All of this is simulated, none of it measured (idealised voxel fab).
Presented below is a process module, voxel tone inversion.
230 nm wide, 5 nm square cells: that's cross-section cut.
Notation: cross-section as square-cell grid; stated in bands, top first, going down; one or more cell rows per band. Band: top and bottom heights (nm) first, top before bottom; then materials from left to right, widths in nm. "all across" marks a sole material filling the band edge to edge. "empty" denotes empty space. Heads up on the height convention: 0 is the point under which the incoming wafer is all one material, and the lowest band has no bottom, it just keeps going down, like "top 0, no bottom". Top row gets the first number, bottom row gets the second, and each row in between changes by the same step: that is how a band width like "30..40" works. Given "nothing different" for a step, no cell of the cross-section differs between before and after that step. Basically, "Cavities, closed" tells you about the enclosed voids: empty spaces with no open way to the top, 8 cells or bigger, each written width x height at distance, where distance is from the left edge, all in nm. Formally, on a step line, whatever follows the settings is a remark that the simulator itself makes on the step. On any step carrying a mask, the "overlay nm" setting, if present on the step's line, tells how far right of its planned place the mask lay; negative values point to the left.
The process steps that were planned are listed below
1: RECEIVE,material Si
2: CONFORMAL_DEP,material SiN,thk nm 5
3: DIRECTIONAL_DEP,material aC,thk nm 15
4: PATTERN,tone cover,mask id POSTS,material resist,width nm 25,pitch nm 40,thk nm 20,overlay nm 0
5: DIRECTIONAL_ETCH,etch materials aC,depth nm 15
6: STRIP,etch materials resist
7: FILL_DEP,material lowk,thk nm 10
8: CMP,height nm 20
9: STRIP,etch materials aC
10: CONFORMAL_DEP,material TiN,thk nm 5
11: FILL_DEP,material Ru,thk nm 5
12: CMP,height nm 20
13: CONFORMAL_DEP,material SiN,thk nm 5
So this is the incoming wafer in cross-section - it's already been through step 1
> top 0, no bottom | Si all across
> Cavities, closed: none
Here's the cross-section of the first of our two wafers at the end of the module - it ran as planned
> top 25, bottom 20 | SiN all across
> top 20, bottom 10 | lowk=80 | TiN=5 | Ru=15 | TiN=5 | lowk=15 | TiN=5 | Ru=15 | TiN=5 | lowk=85
> top 10, bottom 5 | lowk=80 | TiN=25 | lowk=15 | TiN=25 | lowk=85
> top 5, bottom 0 | SiN all across
> top 0, no bottom | Si all across
> Cavities, closed: none
Cross-section, wafer two of two, end of module: same start and plan as wafer one, one error in execution
> top 25, bottom 20 | SiN all across
> top 20, bottom 15 | lowk all across
> top 15, bottom 0 | lowk=80 | aC=25 | lowk=15 | aC=25 | lowk=85
> top 0, no bottom | Si all across
> Cavities, closed: none
Against the plan, the run slipped here: with respect to the plan, step 2 was omitted and not executed
The closing comparison, in cells, has the second wafer with more or fewer of some materials than the first: Ru -12 | SiN -46 | TiN -18 | aC +30 | lowk +46
